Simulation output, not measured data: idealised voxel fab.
process module | voxel transistor to metal
cross-section cut | 215 nm wide | cells 5 nm
A cross-section is a grid of square cells, given in bands from the top down. A band is one or more rows of cells.
Each band's line starts with the height of the band's top and of its bottom, in nm. Then come its materials from left to right, each with its width in nm. One material with "throughout" fills the band from edge to edge. "air" is empty space.
Height 0 is the level under which the wafer as received is all one material. The lowest band goes on downwards, as in "0 down".
A width such as "30 to 40" changes by the same amount from each row of cells to the next, from the band's top row to its bottom row.
"no change" after a step means that no cell of the cross-section changed.
closed voids: empty space of 8 cells or more with no open way to the top, each as width x height at its distance from the left edge, in nm
after a step's settings: what the simulator itself notes on the step
overlay nm, on a step with a mask: how far to the right of its planned place the mask lay; to the left if negative
plan
1 op RECEIVE | material Si
2 op CONFORMAL_DEP | material SiO2 | thk nm 5
3 op CONFORMAL_DEP | material SiN | thk nm 10
4 op PATTERN | tone cover | mask id ACTIVE | material resist | width nm 110 | thk nm 15 | overlay nm 0
5 op DIRECTIONAL_ETCH | etch materials SiN | depth nm 10
6 op DIRECTIONAL_ETCH | etch materials SiO2 | depth nm 5
7 op DIRECTIONAL_ETCH | etch materials Si | depth nm 20
8 op STRIP | etch materials resist
9 op OXIDIZE | depth nm 5
10 op FILL_DEP | material SiO2 | thk nm 15
11 op CMP | height nm 15
12 op SELECTIVE_ETCH | etch materials SiO2 | depth nm 5
13 op STRIP | etch materials SiN
14 op SELECTIVE_ETCH | etch materials SiO2 | depth nm 5
15 op OXIDIZE | depth nm 5
16 op DIRECTIONAL_DEP | material polySi | thk nm 30
17 op DIRECTIONAL_DEP | material SiCN | thk nm 10
18 op PATTERN | tone cover | mask id GATE | material resist | width nm 20 | thk nm 15 | overlay nm 0
19 op DIRECTIONAL_ETCH | etch materials SiCN | depth nm 20
20 op DIRECTIONAL_ETCH | etch materials polySi | depth nm 40
21 op STRIP | etch materials resist
22 op CONFORMAL_DEP | material SiN | thk nm 10
23 op DIRECTIONAL_ETCH | etch materials SiN | depth nm 10
24 op DIRECTIONAL_ETCH | etch materials SiO2 | depth nm 5
25 op DIRECTIONAL_ETCH | etch materials Si | depth nm 10
26 op EPI | material pSi | thk nm 10
27 op FILL_DEP | material SiO2 | thk nm 5
28 op CMP | height nm 40
29 op DIRECTIONAL_DEP | material SiO2 | thk nm 10
30 op PATTERN | tone open | mask id CONTACT | material resist | width nm 20 | pitch nm 80 | thk nm 20 | overlay nm 0
31 op DIRECTIONAL_ETCH | etch materials SiO2 | depth nm 55
32 op STRIP | etch materials resist
33 op CONFORMAL_DEP | material TiN | thk nm 5
34 op FILL_DEP | material Ru | thk nm 5
35 op CMP | height nm 50
36 op CONFORMAL_DEP | material SiCN | thk nm 5
37 op DIRECTIONAL_DEP | material lowk | thk nm 20
38 op PATTERN | tone open | mask id METAL_1 | material resist | width nm 20 | pitch nm 80 | thk nm 15 | overlay nm 0
39 op DIRECTIONAL_ETCH | etch materials lowk | depth nm 20
40 op DIRECTIONAL_ETCH | etch materials SiCN | depth nm 5
41 op STRIP | etch materials resist
42 op CONFORMAL_DEP | material TiN | thk nm 5
43 op FILL_DEP | material Cu | thk nm 10
44 op CMP | height nm 75
45 op CONFORMAL_DEP | material SiCN | thk nm 5
46 op DIRECTIONAL_DEP | material SiO2 | thk nm 35
47 op DIRECTIONAL_DEP | material aC | thk nm 15
48 op PATTERN | tone open | mask id METAL_2_HOLES | material resist | width nm 15 | pitch nm 80 | thk nm 35 | overlay nm 0
49 op DIRECTIONAL_ETCH | etch materials aC | depth nm 15
50 op STRIP | etch materials resist
51 op DIRECTIONAL_ETCH | etch materials SiO2 | depth nm 35
52 op STRIP | etch materials aC
53 op MASKED_ETCH | tone open | mask id METAL_2 | width nm 20 | pitch nm 80 | etch materials SiO2 | depth nm 20 | overlay nm 0
54 op MASKED_ETCH | tone open | mask id METAL_2 | width nm 20 | pitch nm 80 | etch materials SiCN | depth nm 5 | overlay nm 0
55 op CONFORMAL_DEP | material TiN | thk nm 5
56 op FILL_DEP | material Ru | thk nm 5
57 op CMP | height nm 115
58 op CONFORMAL_DEP | material SiCN | thk nm 5
first wafer, as planned
as received, after step 1
  0 down: Si throughout
  closed voids: none
after step 2
  5 to 0: SiO2 throughout
  below 0: unchanged
after step 3
  15 to 5: SiN throughout
  below 5: unchanged
after step 4
  30 to 15: air 50 | resist 110 | air 55
  below 15: unchanged
after step 5
  30 to 15: air 50 | resist 110 | air 55
  15 to 5: air 50 | SiN 110 | air 55
  below 5: unchanged
after step 6
  30 to 15: air 50 | resist 110 | air 55
  15 to 5: air 50 | SiN 110 | air 55
  5 to 0: air 50 | SiO2 110 | air 55
  below 0: unchanged
after step 7
  30 to 15: air 50 | resist 110 | air 55
  15 to 5: air 50 | SiN 110 | air 55
  5 to 0: air 50 | SiO2 110 | air 55
  0 to -20: air 50 | Si 110 | air 55
  below -20: unchanged
after step 8
  15 to 5: air 50 | SiN 110 | air 55
  below 5: unchanged
after step 9
  15 to 5: air 50 | SiN 110 | air 55
  5 to 0: air 50 | SiO2 110 | air 55
  0 to -20: air 50 | SiO2 5 | Si 100 | SiO2 5 | air 55
  -20 to -25: SiO2 55 | Si 100 | SiO2 60
  below -25: unchanged
after step 10
  30 to 15: SiO2 throughout
  15 to 5: SiO2 50 | SiN 110 | SiO2 55
  5 to 0: SiO2 throughout
  0 to -25: SiO2 55 | Si 100 | SiO2 60
  below -25: unchanged
after step 11
  15 to 5: SiO2 50 | SiN 110 | SiO2 55
  below 5: unchanged
after step 12
  15 to 10: air 50 | SiN 110 | air 55
  below 10: unchanged
after step 13
  10 to 5: SiO2 50 | air 110 | SiO2 55
  below 5: unchanged
after step 14
  5 to 0: SiO2 45 | air 120 | SiO2 50
  below 0: unchanged
after step 15
  5 to 0: SiO2 45 | air 120 | SiO2 50
  0 to -5: SiO2 throughout
  below -5: unchanged
after step 16
  35 to 30: polySi 45 | air 120 | polySi 50
  30 to 5: polySi throughout
  5 to 0: SiO2 45 | polySi 120 | SiO2 50
  below 0: unchanged
after step 17
  45 to 40: SiCN 45 | air 120 | SiCN 50
  40 to 35: SiCN throughout
  35 to 30: polySi 45 | SiCN 120 | polySi 50
  below 30: unchanged
after step 18
  60 to 45: air 95 | resist 20 | air 100
  45 to 40: SiCN 45 | air 50 | resist 20 | air 50 | SiCN 50
  below 40: unchanged
after step 19
  60 to 40: air 95 | resist 20 | air 100
  40 to 35: air 95 | SiCN 20 | air 100
  35 to 30: polySi 45 | air 50 | SiCN 20 | air 50 | polySi 50
  below 30: unchanged
after step 20
  60 to 40: air 95 | resist 20 | air 100
  40 to 30: air 95 | SiCN 20 | air 100
  30 to 5: air 95 | polySi 20 | air 100
  5 to 0: SiO2 45 | air 50 | polySi 20 | air 50 | SiO2 50
  below 0: unchanged
after step 21
  40 to 30: air 95 | SiCN 20 | air 100
  below 30: unchanged
after step 22
  50 to 40: air 85 | SiN 40 | air 90
  40 to 30: air 85 | SiN 10 | SiCN 20 | SiN 10 | air 90
  30 to 15: air 85 | SiN 10 | polySi 20 | SiN 10 | air 90
  15 to 10: SiN 55 | air 30 | SiN 10 | polySi 20 | SiN 10 | air 30 | SiN 60
  10 to 5: SiN 95 | polySi 20 | SiN 100
  5 to 0: SiO2 45 | SiN 50 | polySi 20 | SiN 50 | SiO2 50
  below 0: unchanged
after step 23
  40 to 30: air 85 | SiN 10 | SiCN 20 | SiN 10 | air 90
  30 to 5: air 85 | SiN 10 | polySi 20 | SiN 10 | air 90
  5 to 0: SiO2 45 | SiN 10 | air 30 | SiN 10 | polySi 20 | SiN 10 | air 30 | SiN 10 | SiO2 50
  below 0: unchanged
after step 24
  40 to 30: air 85 | SiN 10 | SiCN 20 | SiN 10 | air 90
  30 to 5: air 85 | SiN 10 | polySi 20 | SiN 10 | air 90
  5 to 0: air 45 | SiN 10 | air 30 | SiN 10 | polySi 20 | SiN 10 | air 30 | SiN 10 | air 50
  0 to -5: SiO2 55 | air 30 | SiO2 40 | air 30 | SiO2 60
  below -5: unchanged
after step 25
  40 to 30: air 85 | SiN 10 | SiCN 20 | SiN 10 | air 90
  30 to 5: air 85 | SiN 10 | polySi 20 | SiN 10 | air 90
  5 to 0: air 45 | SiN 10 | air 30 | SiN 10 | polySi 20 | SiN 10 | air 30 | SiN 10 | air 50
  0 to -5: SiO2 55 | air 30 | SiO2 40 | air 30 | SiO2 60
  -5 to -15: SiO2 55 | air 30 | Si 40 | air 30 | SiO2 60
  below -15: unchanged
after step 26
  40 to 30: air 85 | SiN 10 | SiCN 20 | SiN 10 | air 90
  30 to 5: air 85 | SiN 10 | polySi 20 | SiN 10 | air 90
  5 to 0: air 45 | SiN 10 | air 20 | pSi 10 | SiN 10 | polySi 20 | SiN 10 | pSi 10 | air 20 | SiN 10 | air 50
  0 to -5: SiO2 55 | air 20 | pSi 10 | SiO2 40 | pSi 10 | air 20 | SiO2 60
  -5 to -15: SiO2 55 | pSi 30 | Si 40 | pSi 30 | SiO2 60
  below -15: unchanged
after step 27
  45 to 40: SiO2 throughout
  40 to 30: SiO2 85 | SiN 10 | SiCN 20 | SiN 10 | SiO2 90
  30 to 5: SiO2 85 | SiN 10 | polySi 20 | SiN 10 | SiO2 90
  5 to 0: SiO2 45 | SiN 10 | SiO2 20 | pSi 10 | SiN 10 | polySi 20 | SiN 10 | pSi 10 | SiO2 20 | SiN 10 | SiO2 50
  0 to -5: SiO2 75 | pSi 10 | SiO2 40 | pSi 10 | SiO2 80
  below -5: unchanged
after step 28
  40 to 30: SiO2 85 | SiN 10 | SiCN 20 | SiN 10 | SiO2 90
  below 30: unchanged
after step 29
  50 to 40: SiO2 throughout
  below 40: unchanged
after step 30
  70 to 50: resist 55 | air 20 | resist 60 | air 20 | resist 60
  below 50: unchanged
after step 31
  70 to 50: resist 55 | air 20 | resist 60 | air 20 | resist 60
  50 to 40: SiO2 55 | air 20 | SiO2 60 | air 20 | SiO2 60
  40 to 30: SiO2 55 | air 20 | SiO2 10 | SiN 10 | SiCN 20 | SiN 10 | SiO2 10 | air 20 | SiO2 60
  30 to 5: SiO2 55 | air 20 | SiO2 10 | SiN 10 | polySi 20 | SiN 10 | SiO2 10 | air 20 | SiO2 60
  5 to 0: SiO2 45 | SiN 10 | air 20 | pSi 10 | SiN 10 | polySi 20 | SiN 10 | pSi 10 | air 20 | SiN 10 | SiO2 50
  0 to -5: SiO2 55 | air 20 | pSi 10 | SiO2 40 | pSi 10 | air 20 | SiO2 60
  below -5: unchanged
after step 32
  50 to 40: SiO2 55 | air 20 | SiO2 60 | air 20 | SiO2 60
  below 40: unchanged
after step 33
  55 to 50: TiN 60 | air 10 | TiN 70 | air 10 | TiN 65
  50 to 40: SiO2 55 | TiN 5 | air 10 | TiN 5 | SiO2 60 | TiN 5 | air 10 | TiN 5 | SiO2 60
  40 to 30: SiO2 55 | TiN 5 | air 10 | TiN 5 | SiO2 10 | SiN 10 | SiCN 20 | SiN 10 | SiO2 10 | TiN 5 | air 10 | TiN 5 | SiO2 60
  30 to 5: SiO2 55 | TiN 5 | air 10 | TiN 5 | SiO2 10 | SiN 10 | polySi 20 | SiN 10 | SiO2 10 | TiN 5 | air 10 | TiN 5 | SiO2 60
  5 to 0: SiO2 45 | SiN 10 | TiN 5 | air 10 | TiN 5 | pSi 10 | SiN 10 | polySi 20 | SiN 10 | pSi 10 | TiN 5 | air 10 | TiN 5 | SiN 10 | SiO2 50
  0 to -5: SiO2 55 | TiN 20 | pSi 10 | SiO2 40 | pSi 10 | TiN 20 | SiO2 60
  below -5: unchanged
after step 34
  60 to 55: Ru throughout
  55 to 50: TiN 60 | Ru 10 | TiN 70 | Ru 10 | TiN 65
  50 to 40: SiO2 55 | TiN 5 | Ru 10 | TiN 5 | SiO2 60 | TiN 5 | Ru 10 | TiN 5 | SiO2 60
  40 to 30: SiO2 55 | TiN 5 | Ru 10 | TiN 5 | SiO2 10 | SiN 10 | SiCN 20 | SiN 10 | SiO2 10 | TiN 5 | Ru 10 | TiN 5 | SiO2 60
  30 to 5: SiO2 55 | TiN 5 | Ru 10 | TiN 5 | SiO2 10 | SiN 10 | polySi 20 | SiN 10 | SiO2 10 | TiN 5 | Ru 10 | TiN 5 | SiO2 60
  5 to 0: SiO2 45 | SiN 10 | TiN 5 | Ru 10 | TiN 5 | pSi 10 | SiN 10 | polySi 20 | SiN 10 | pSi 10 | TiN 5 | Ru 10 | TiN 5 | SiN 10 | SiO2 50
  below 0: unchanged
after step 35
  50 to 40: SiO2 55 | TiN 5 | Ru 10 | TiN 5 | SiO2 60 | TiN 5 | Ru 10 | TiN 5 | SiO2 60
  below 40: unchanged
after step 36
  55 to 50: SiCN throughout
  below 50: unchanged
after step 37
  75 to 55: lowk throughout
  below 55: unchanged
after step 38
  90 to 75: resist 55 | air 20 | resist 60 | air 20 | resist 60
  below 75: unchanged
after step 39
  90 to 75: resist 55 | air 20 | resist 60 | air 20 | resist 60
  75 to 55: lowk 55 | air 20 | lowk 60 | air 20 | lowk 60
  below 55: unchanged
after step 40
  90 to 75: resist 55 | air 20 | resist 60 | air 20 | resist 60
  75 to 55: lowk 55 | air 20 | lowk 60 | air 20 | lowk 60
  55 to 50: SiCN 55 | air 20 | SiCN 60 | air 20 | SiCN 60
  below 50: unchanged
after step 41
  75 to 55: lowk 55 | air 20 | lowk 60 | air 20 | lowk 60
  below 55: unchanged
after step 42
  80 to 75: TiN 60 | air 10 | TiN 70 | air 10 | TiN 65
  75 to 55: lowk 55 | TiN 5 | air 10 | TiN 5 | lowk 60 | TiN 5 | air 10 | TiN 5 | lowk 60
  55 to 50: SiCN 55 | TiN 20 | SiCN 60 | TiN 20 | SiCN 60
  below 50: unchanged
after step 43
  90 to 80: Cu throughout
  80 to 75: TiN 60 | Cu 10 | TiN 70 | Cu 10 | TiN 65
  75 to 55: lowk 55 | TiN 5 | Cu 10 | TiN 5 | lowk 60 | TiN 5 | Cu 10 | TiN 5 | lowk 60
  below 55: unchanged
after step 44
  75 to 55: lowk 55 | TiN 5 | Cu 10 | TiN 5 | lowk 60 | TiN 5 | Cu 10 | TiN 5 | lowk 60
  below 55: unchanged
after step 45
  80 to 75: SiCN throughout
  below 75: unchanged
after step 46
  115 to 80: SiO2 throughout
  below 80: unchanged
after step 47
  130 to 115: aC throughout
  below 115: unchanged
after step 48
  165 to 130: resist 55 | air 15 | resist 65 | air 15 | resist 65
  below 130: unchanged
after step 49
  150 to 130: resist 55 | air 15 | resist 65 | air 15 | resist 65
  130 to 115: aC 55 | air 15 | aC 65 | air 15 | aC 65
  below 115: unchanged
after step 50
  130 to 115: aC 55 | air 15 | aC 65 | air 15 | aC 65
  below 115: unchanged
after step 51
  130 to 115: aC 55 | air 15 | aC 65 | air 15 | aC 65
  115 to 80: SiO2 55 | air 15 | SiO2 65 | air 15 | SiO2 65
  below 80: unchanged
after step 52
  115 to 80: SiO2 55 | air 15 | SiO2 65 | air 15 | SiO2 65
  below 80: unchanged
after step 53
  115 to 95: SiO2 55 | air 20 | SiO2 60 | air 20 | SiO2 60
  below 95: unchanged
after step 54
  115 to 95: SiO2 55 | air 20 | SiO2 60 | air 20 | SiO2 60
  95 to 80: SiO2 55 | air 15 | SiO2 65 | air 15 | SiO2 65
  80 to 75: SiCN 55 | air 15 | SiCN 65 | air 15 | SiCN 65
  below 75: unchanged
after step 55
  120 to 115: TiN 60 | air 10 | TiN 70 | air 10 | TiN 65
  115 to 100: SiO2 55 | TiN 5 | air 10 | TiN 5 | SiO2 60 | TiN 5 | air 10 | TiN 5 | SiO2 60
  100 to 95: SiO2 55 | TiN 5 | air 5 | TiN 10 | SiO2 60 | TiN 5 | air 5 | TiN 10 | SiO2 60
  95 to 80: SiO2 55 | TiN 5 | air 5 | TiN 5 | SiO2 65 | TiN 5 | air 5 | TiN 5 | SiO2 65
  80 to 75: SiCN 55 | TiN 15 | SiCN 65 | TiN 15 | SiCN 65
  below 75: unchanged
after step 56
  125 to 120: Ru throughout
  120 to 115: TiN 60 | Ru 10 | TiN 70 | Ru 10 | TiN 65
  115 to 100: SiO2 55 | TiN 5 | Ru 10 | TiN 5 | SiO2 60 | TiN 5 | Ru 10 | TiN 5 | SiO2 60
  100 to 95: SiO2 55 | TiN 5 | Ru 5 | TiN 10 | SiO2 60 | TiN 5 | Ru 5 | TiN 10 | SiO2 60
  95 to 80: SiO2 55 | TiN 5 | Ru 5 | TiN 5 | SiO2 65 | TiN 5 | Ru 5 | TiN 5 | SiO2 65
  below 80: unchanged
after step 57
  115 to 100: SiO2 55 | TiN 5 | Ru 10 | TiN 5 | SiO2 60 | TiN 5 | Ru 10 | TiN 5 | SiO2 60
  below 100: unchanged
after step 58
  120 to 115: SiCN throughout
  below 115: unchanged
second wafer: like start, like plan, one mistake. Through step 17 it matches the first wafer
when step 18 should have ended
  60 to 45: air 100 | resist 20 | air 95
  45 to 40: SiCN 45 | air 55 | resist 20 | air 45 | SiCN 50
  below 40: unchanged
when step 19 should have ended
  60 to 40: air 100 | resist 20 | air 95
  40 to 35: air 100 | SiCN 20 | air 95
  35 to 30: polySi 45 | air 55 | SiCN 20 | air 45 | polySi 50
  below 30: unchanged
when step 20 should have ended
  60 to 40: air 100 | resist 20 | air 95
  40 to 30: air 100 | SiCN 20 | air 95
  30 to 5: air 100 | polySi 20 | air 95
  5 to 0: SiO2 45 | air 55 | polySi 20 | air 45 | SiO2 50
  below 0: unchanged
when step 21 should have ended
  40 to 30: air 100 | SiCN 20 | air 95
  below 30: unchanged
when step 22 should have ended
  50 to 40: air 90 | SiN 40 | air 85
  40 to 30: air 90 | SiN 10 | SiCN 20 | SiN 10 | air 85
  30 to 15: air 90 | SiN 10 | polySi 20 | SiN 10 | air 85
  15 to 10: SiN 55 | air 35 | SiN 10 | polySi 20 | SiN 10 | air 25 | SiN 60
  10 to 5: SiN 100 | polySi 20 | SiN 95
  5 to 0: SiO2 45 | SiN 55 | polySi 20 | SiN 45 | SiO2 50
  below 0: unchanged
when step 23 should have ended
  40 to 30: air 90 | SiN 10 | SiCN 20 | SiN 10 | air 85
  30 to 5: air 90 | SiN 10 | polySi 20 | SiN 10 | air 85
  5 to 0: SiO2 45 | SiN 10 | air 35 | SiN 10 | polySi 20 | SiN 10 | air 25 | SiN 10 | SiO2 50
  below 0: unchanged
when step 24 should have ended
  40 to 30: air 90 | SiN 10 | SiCN 20 | SiN 10 | air 85
  30 to 5: air 90 | SiN 10 | polySi 20 | SiN 10 | air 85
  5 to 0: air 45 | SiN 10 | air 35 | SiN 10 | polySi 20 | SiN 10 | air 25 | SiN 10 | air 50
  0 to -5: SiO2 55 | air 35 | SiO2 40 | air 25 | SiO2 60
  below -5: unchanged
when step 25 should have ended
  40 to 30: air 90 | SiN 10 | SiCN 20 | SiN 10 | air 85
  30 to 5: air 90 | SiN 10 | polySi 20 | SiN 10 | air 85
  5 to 0: air 45 | SiN 10 | air 35 | SiN 10 | polySi 20 | SiN 10 | air 25 | SiN 10 | air 50
  0 to -5: SiO2 55 | air 35 | SiO2 40 | air 25 | SiO2 60
  -5 to -15: SiO2 55 | air 35 | Si 40 | air 25 | SiO2 60
  below -15: unchanged
when step 26 should have ended
  40 to 30: air 90 | SiN 10 | SiCN 20 | SiN 10 | air 85
  30 to 5: air 90 | SiN 10 | polySi 20 | SiN 10 | air 85
  5 to 0: air 45 | SiN 10 | air 25 | pSi 10 | SiN 10 | polySi 20 | SiN 10 | pSi 10 | air 15 | SiN 10 | air 50
  0 to -5: SiO2 55 | air 25 | pSi 10 | SiO2 40 | pSi 10 | air 15 | SiO2 60
  -5 to -15: SiO2 55 | pSi 35 | Si 40 | pSi 25 | SiO2 60
  below -15: unchanged
when step 27 should have ended
  45 to 40: SiO2 throughout
  40 to 30: SiO2 90 | SiN 10 | SiCN 20 | SiN 10 | SiO2 85
  30 to 5: SiO2 90 | SiN 10 | polySi 20 | SiN 10 | SiO2 85
  5 to 0: SiO2 45 | SiN 10 | SiO2 25 | pSi 10 | SiN 10 | polySi 20 | SiN 10 | pSi 10 | SiO2 15 | SiN 10 | SiO2 50
  0 to -5: SiO2 80 | pSi 10 | SiO2 40 | pSi 10 | SiO2 75
  below -5: unchanged
when step 28 should have ended
  40 to 30: SiO2 90 | SiN 10 | SiCN 20 | SiN 10 | SiO2 85
  below 30: unchanged
when step 29 should have ended
  50 to 40: SiO2 throughout
  below 40: unchanged
when step 30 should have ended
  70 to 50: resist 55 | air 20 | resist 60 | air 20 | resist 60
  below 50: unchanged
when step 31 should have ended
  70 to 50: resist 55 | air 20 | resist 60 | air 20 | resist 60
  50 to 40: SiO2 55 | air 20 | SiO2 60 | air 20 | SiO2 60
  40 to 30: SiO2 55 | air 20 | SiO2 15 | SiN 10 | SiCN 20 | SiN 10 | SiO2 5 | air 20 | SiO2 60
  30 to 5: SiO2 55 | air 20 | SiO2 15 | SiN 10 | polySi 20 | SiN 10 | SiO2 5 | air 20 | SiO2 60
  5 to 0: SiO2 45 | SiN 10 | air 20 | SiO2 5 | pSi 10 | SiN 10 | polySi 20 | SiN 10 | pSi 10 | air 15 | SiN 10 | SiO2 50
  0 to -5: SiO2 55 | air 20 | SiO2 5 | pSi 10 | SiO2 40 | pSi 10 | air 15 | SiO2 60
  below -5: unchanged
when step 32 should have ended
  50 to 40: SiO2 55 | air 20 | SiO2 60 | air 20 | SiO2 60
  below 40: unchanged
when step 33 should have ended
  55 to 50: TiN 60 | air 10 | TiN 70 | air 10 | TiN 65
  50 to 40: SiO2 55 | TiN 5 | air 10 | TiN 5 | SiO2 60 | TiN 5 | air 10 | TiN 5 | SiO2 60
  40 to 30: SiO2 55 | TiN 5 | air 10 | TiN 5 | SiO2 15 | SiN 10 | SiCN 20 | SiN 10 | SiO2 5 | TiN 5 | air 10 | TiN 5 | SiO2 60
  30 to 10: SiO2 55 | TiN 5 | air 10 | TiN 5 | SiO2 15 | SiN 10 | polySi 20 | SiN 10 | SiO2 5 | TiN 5 | air 10 | TiN 5 | SiO2 60
  10 to 5: SiO2 55 | TiN 5 | air 10 | TiN 5 | SiO2 15 | SiN 10 | polySi 20 | SiN 10 | SiO2 5 | TiN 10 | air 5 | TiN 5 | SiO2 60
  5 to 0: SiO2 45 | SiN 10 | TiN 5 | air 10 | TiN 5 | SiO2 5 | pSi 10 | SiN 10 | polySi 20 | SiN 10 | pSi 10 | TiN 5 | air 5 | TiN 5 | SiN 10 | SiO2 50
  0 to -5: SiO2 55 | TiN 20 | SiO2 5 | pSi 10 | SiO2 40 | pSi 10 | TiN 15 | SiO2 60
  below -5: unchanged
when step 34 should have ended
  60 to 55: Ru throughout
  55 to 50: TiN 60 | Ru 10 | TiN 70 | Ru 10 | TiN 65
  50 to 40: SiO2 55 | TiN 5 | Ru 10 | TiN 5 | SiO2 60 | TiN 5 | Ru 10 | TiN 5 | SiO2 60
  40 to 30: SiO2 55 | TiN 5 | Ru 10 | TiN 5 | SiO2 15 | SiN 10 | SiCN 20 | SiN 10 | SiO2 5 | TiN 5 | Ru 10 | TiN 5 | SiO2 60
  30 to 10: SiO2 55 | TiN 5 | Ru 10 | TiN 5 | SiO2 15 | SiN 10 | polySi 20 | SiN 10 | SiO2 5 | TiN 5 | Ru 10 | TiN 5 | SiO2 60
  10 to 5: SiO2 55 | TiN 5 | Ru 10 | TiN 5 | SiO2 15 | SiN 10 | polySi 20 | SiN 10 | SiO2 5 | TiN 10 | Ru 5 | TiN 5 | SiO2 60
  5 to 0: SiO2 45 | SiN 10 | TiN 5 | Ru 10 | TiN 5 | SiO2 5 | pSi 10 | SiN 10 | polySi 20 | SiN 10 | pSi 10 | TiN 5 | Ru 5 | TiN 5 | SiN 10 | SiO2 50
  below 0: unchanged
when step 35 should have ended
  50 to 40: SiO2 55 | TiN 5 | Ru 10 | TiN 5 | SiO2 60 | TiN 5 | Ru 10 | TiN 5 | SiO2 60
  below 40: unchanged
when step 36 should have ended
  55 to 50: SiCN throughout
  below 50: unchanged
when step 37 should have ended
  75 to 55: lowk throughout
  below 55: unchanged
when step 38 should have ended
  90 to 75: resist 55 | air 20 | resist 60 | air 20 | resist 60
  below 75: unchanged
when step 39 should have ended
  90 to 75: resist 55 | air 20 | resist 60 | air 20 | resist 60
  75 to 55: lowk 55 | air 20 | lowk 60 | air 20 | lowk 60
  below 55: unchanged
when step 40 should have ended
  90 to 75: resist 55 | air 20 | resist 60 | air 20 | resist 60
  75 to 55: lowk 55 | air 20 | lowk 60 | air 20 | lowk 60
  55 to 50: SiCN 55 | air 20 | SiCN 60 | air 20 | SiCN 60
  below 50: unchanged
when step 41 should have ended
  75 to 55: lowk 55 | air 20 | lowk 60 | air 20 | lowk 60
  below 55: unchanged
when step 42 should have ended
  80 to 75: TiN 60 | air 10 | TiN 70 | air 10 | TiN 65
  75 to 55: lowk 55 | TiN 5 | air 10 | TiN 5 | lowk 60 | TiN 5 | air 10 | TiN 5 | lowk 60
  55 to 50: SiCN 55 | TiN 20 | SiCN 60 | TiN 20 | SiCN 60
  below 50: unchanged
when step 43 should have ended
  90 to 80: Cu throughout
  80 to 75: TiN 60 | Cu 10 | TiN 70 | Cu 10 | TiN 65
  75 to 55: lowk 55 | TiN 5 | Cu 10 | TiN 5 | lowk 60 | TiN 5 | Cu 10 | TiN 5 | lowk 60
  below 55: unchanged
when step 44 should have ended
  75 to 55: lowk 55 | TiN 5 | Cu 10 | TiN 5 | lowk 60 | TiN 5 | Cu 10 | TiN 5 | lowk 60
  below 55: unchanged
when step 45 should have ended
  80 to 75: SiCN throughout
  below 75: unchanged
when step 46 should have ended
  115 to 80: SiO2 throughout
  below 80: unchanged
when step 47 should have ended
  130 to 115: aC throughout
  below 115: unchanged
when step 48 should have ended
  165 to 130: resist 55 | air 15 | resist 65 | air 15 | resist 65
  below 130: unchanged
when step 49 should have ended
  150 to 130: resist 55 | air 15 | resist 65 | air 15 | resist 65
  130 to 115: aC 55 | air 15 | aC 65 | air 15 | aC 65
  below 115: unchanged
when step 50 should have ended
  130 to 115: aC 55 | air 15 | aC 65 | air 15 | aC 65
  below 115: unchanged
when step 51 should have ended
  130 to 115: aC 55 | air 15 | aC 65 | air 15 | aC 65
  115 to 80: SiO2 55 | air 15 | SiO2 65 | air 15 | SiO2 65
  below 80: unchanged
when step 52 should have ended
  115 to 80: SiO2 55 | air 15 | SiO2 65 | air 15 | SiO2 65
  below 80: unchanged
when step 53 should have ended
  115 to 95: SiO2 55 | air 20 | SiO2 60 | air 20 | SiO2 60
  below 95: unchanged
when step 54 should have ended
  115 to 95: SiO2 55 | air 20 | SiO2 60 | air 20 | SiO2 60
  95 to 80: SiO2 55 | air 15 | SiO2 65 | air 15 | SiO2 65
  80 to 75: SiCN 55 | air 15 | SiCN 65 | air 15 | SiCN 65
  below 75: unchanged
when step 55 should have ended
  120 to 115: TiN 60 | air 10 | TiN 70 | air 10 | TiN 65
  115 to 100: SiO2 55 | TiN 5 | air 10 | TiN 5 | SiO2 60 | TiN 5 | air 10 | TiN 5 | SiO2 60
  100 to 95: SiO2 55 | TiN 5 | air 5 | TiN 10 | SiO2 60 | TiN 5 | air 5 | TiN 10 | SiO2 60
  95 to 80: SiO2 55 | TiN 5 | air 5 | TiN 5 | SiO2 65 | TiN 5 | air 5 | TiN 5 | SiO2 65
  80 to 75: SiCN 55 | TiN 15 | SiCN 65 | TiN 15 | SiCN 65
  below 75: unchanged
when step 56 should have ended
  125 to 120: Ru throughout
  120 to 115: TiN 60 | Ru 10 | TiN 70 | Ru 10 | TiN 65
  115 to 100: SiO2 55 | TiN 5 | Ru 10 | TiN 5 | SiO2 60 | TiN 5 | Ru 10 | TiN 5 | SiO2 60
  100 to 95: SiO2 55 | TiN 5 | Ru 5 | TiN 10 | SiO2 60 | TiN 5 | Ru 5 | TiN 10 | SiO2 60
  95 to 80: SiO2 55 | TiN 5 | Ru 5 | TiN 5 | SiO2 65 | TiN 5 | Ru 5 | TiN 5 | SiO2 65
  below 80: unchanged
when step 57 should have ended
  115 to 100: SiO2 55 | TiN 5 | Ru 10 | TiN 5 | SiO2 60 | TiN 5 | Ru 10 | TiN 5 | SiO2 60
  below 100: unchanged
when step 58 should have ended
  120 to 115: SiCN throughout
  below 115: unchanged
what went wrong: step 18 ran as: op PATTERN | tone cover | mask id GATE | material resist | width nm 20 | thk nm 15 | overlay nm 5
at the end the second wafer has, in cells: 2 fewer of Ru | 2 more of SiO2
